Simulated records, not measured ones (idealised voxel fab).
process module | voxel transistor to metal
cross-section cut | 140 nm wide | cells 5 nm
A cross-section is a grid of square cells, given in bands from the top down. A band is one or more rows of cells.
Each band's line starts with the height of the band's top and of its bottom, in nm. Then come its materials from left to right, each with its width in nm. One material with "throughout" fills the band from edge to edge. "air" is empty space.
Height 0 is the level under which the wafer as received is all one material. The lowest band goes on downwards, as in "0 down".
A width such as "30 to 40" changes by the same amount from each row of cells to the next, from the band's top row to its bottom row.
"no change" after a step means that no cell of the cross-section changed.
closed voids: empty space of 8 cells or more with no open way to the top, each as width x height at its distance from the left edge, in nm
after a step's settings: what the simulator itself notes on the step
overlay nm, on a step with a mask: how far to the right of its planned place the mask lay; to the left if negative
plan
1 op RECEIVE | material Si
2 op CONFORMAL_DEP | material SiO2 | thk nm 5
3 op CONFORMAL_DEP | material SiN | thk nm 10
4 op PATTERN | tone cover | mask id ACTIVE | material resist | width nm 100 | thk nm 15 | overlay nm 0
5 op DIRECTIONAL_ETCH | etch materials SiN | depth nm 10
6 op DIRECTIONAL_ETCH | etch materials SiO2 | depth nm 5
7 op DIRECTIONAL_ETCH | etch materials Si | depth nm 35
8 op STRIP | etch materials resist
9 op FILL_DEP | material SiO2 | thk nm 10
10 op CMP | height nm 15
11 op SELECTIVE_ETCH | etch materials SiO2 | depth nm 5
12 op STRIP | etch materials SiN
13 op SELECTIVE_ETCH | etch materials SiO2 | depth nm 5
14 op OXIDIZE | depth nm 5
15 op DIRECTIONAL_DEP | material polySi | thk nm 20
16 op DIRECTIONAL_DEP | material SiCN | thk nm 10
17 op PATTERN | tone cover | mask id GATE | material resist | width nm 30 | thk nm 20 | overlay nm 0
18 op DIRECTIONAL_ETCH | etch materials SiCN | depth nm 20
19 op DIRECTIONAL_ETCH | etch materials polySi | depth nm 30
20 op STRIP | etch materials resist
21 op CONFORMAL_DEP | material SiO2 | thk nm 5
22 op DIRECTIONAL_ETCH | etch materials SiO2 | depth nm 5
23 op CONFORMAL_DEP | material SiN | thk nm 10
24 op DIRECTIONAL_ETCH | etch materials SiN | depth nm 10
25 op DIRECTIONAL_ETCH | etch materials SiO2 | depth nm 5
26 op DIRECTIONAL_ETCH | etch materials Si | depth nm 15
27 op EPI | material nSi | thk nm 15
28 op FILL_DEP | material SiO2 | thk nm 10
29 op CMP | height nm 20
30 op STRIP | etch materials polySi
31 op SELECTIVE_ETCH | etch materials SiO2 | depth nm 5
32 op CONFORMAL_DEP | material HfO2 | thk nm 5
33 op CONFORMAL_DEP | material TiN | thk nm 5
34 op FILL_DEP | material W | thk nm 10
35 op CMP | height nm 15
36 op DIRECTIONAL_DEP | material SiO2 | thk nm 10
37 op MASKED_ETCH | tone open | mask id CONTACT | width nm 15 | pitch nm 75 | etch materials SiO2 | depth nm 15 | overlay nm 0
38 op CONFORMAL_DEP | material TiN | thk nm 5
39 op FILL_DEP | material Ru | thk nm 10
40 op CMP | height nm 25
41 op DIRECTIONAL_DEP | material TiN | thk nm 5
42 op DIRECTIONAL_DEP | material Ru | thk nm 25
43 op MASKED_ETCH | tone cover | mask id METAL_1 | width nm 15 | pitch nm 75 | etch materials Ru | depth nm 25 | overlay nm 0
44 op MASKED_ETCH | tone cover | mask id METAL_1 | width nm 15 | pitch nm 75 | etch materials TiN | depth nm 5 | overlay nm 0
45 op FILL_DEP | material lowk | thk nm 5
46 op CMP | height nm 55
47 op CONFORMAL_DEP | material SiCN | thk nm 5
48 op DIRECTIONAL_DEP | material SiO2 | thk nm 30
49 op DIRECTIONAL_DEP | material aC | thk nm 15
50 op PATTERN | tone open | mask id METAL_2 | material resist | width nm 15 | pitch nm 75 | thk nm 35 | overlay nm 0
51 op DIRECTIONAL_ETCH | etch materials aC | depth nm 15
52 op STRIP | etch materials resist
53 op DIRECTIONAL_ETCH | etch materials SiO2 | depth nm 15
54 op STRIP | etch materials aC
55 op PATTERN | tone open | mask id METAL_2_HOLES | material resist | width nm 15 | pitch nm 75 | thk nm 20 | overlay nm 0
56 op DIRECTIONAL_ETCH | etch materials SiO2 | depth nm 15
57 op DIRECTIONAL_ETCH | etch materials SiCN | depth nm 5
58 op STRIP | etch materials resist
59 op CONFORMAL_DEP | material TiN | thk nm 5
60 op FILL_DEP | material Cu | thk nm 5
61 op CMP | height nm 90
62 op CONFORMAL_DEP | material SiN | thk nm 5
as received, after step 1
  0 down: Si throughout
  closed voids: none
a wafer at the end: this start, this plan, one mistake
  95 to 90: SiN throughout
  90 to 60: SiO2 25 | TiN 5 | Cu 5 | TiN 5 | SiO2 60 | TiN 5 | Cu 5 | TiN 5 | SiO2 25
  60 to 55: SiCN 25 | TiN 15 | SiCN 60 | TiN 15 | SiCN 25
  55 to 30: lowk 25 | Ru 15 | lowk 60 | Ru 15 | lowk 25
  30 to 25: lowk 20 | TiN 25 | lowk 50 | TiN 25 | lowk 20
  25 to 15: SiO2 25 | TiN 5 | Ru 5 | TiN 5 | SiO2 60 | TiN 5 | Ru 5 | TiN 5 | SiO2 25
  15 to 10: SiO2 25 | TiN 15 | SiN 10 | HfO2 5 | TiN 5 | W 20 | TiN 5 | HfO2 5 | SiN 10 | TiN 15 | SiO2 25
  10 to 5: SiO2 25 | nSi 15 | SiN 10 | HfO2 5 | TiN 5 | W 20 | TiN 5 | HfO2 5 | SiN 10 | nSi 15 | SiO2 25
  5 to 0: SiO2 20 | SiN 10 | nSi 10 | SiN 10 | HfO2 5 | TiN 30 | HfO2 5 | SiN 10 | nSi 10 | SiN 10 | SiO2 20
  0 to -5: SiO2 30 | nSi 10 | SiO2 10 | HfO2 40 | SiO2 10 | nSi 10 | SiO2 30
  -5 to -20: SiO2 20 | Si 10 | nSi 10 | Si 60 | nSi 10 | Si 10 | SiO2 20
  -20 to -35: SiO2 20 | Si 100 | SiO2 20
  -35 down: Si throughout
  closed voids: none
what went wrong: step 44 ran as: op MASKED_ETCH | tone cover | mask id METAL_1 | width nm 25 | pitch nm 75 | etch materials TiN | depth nm 5 | overlay nm 0
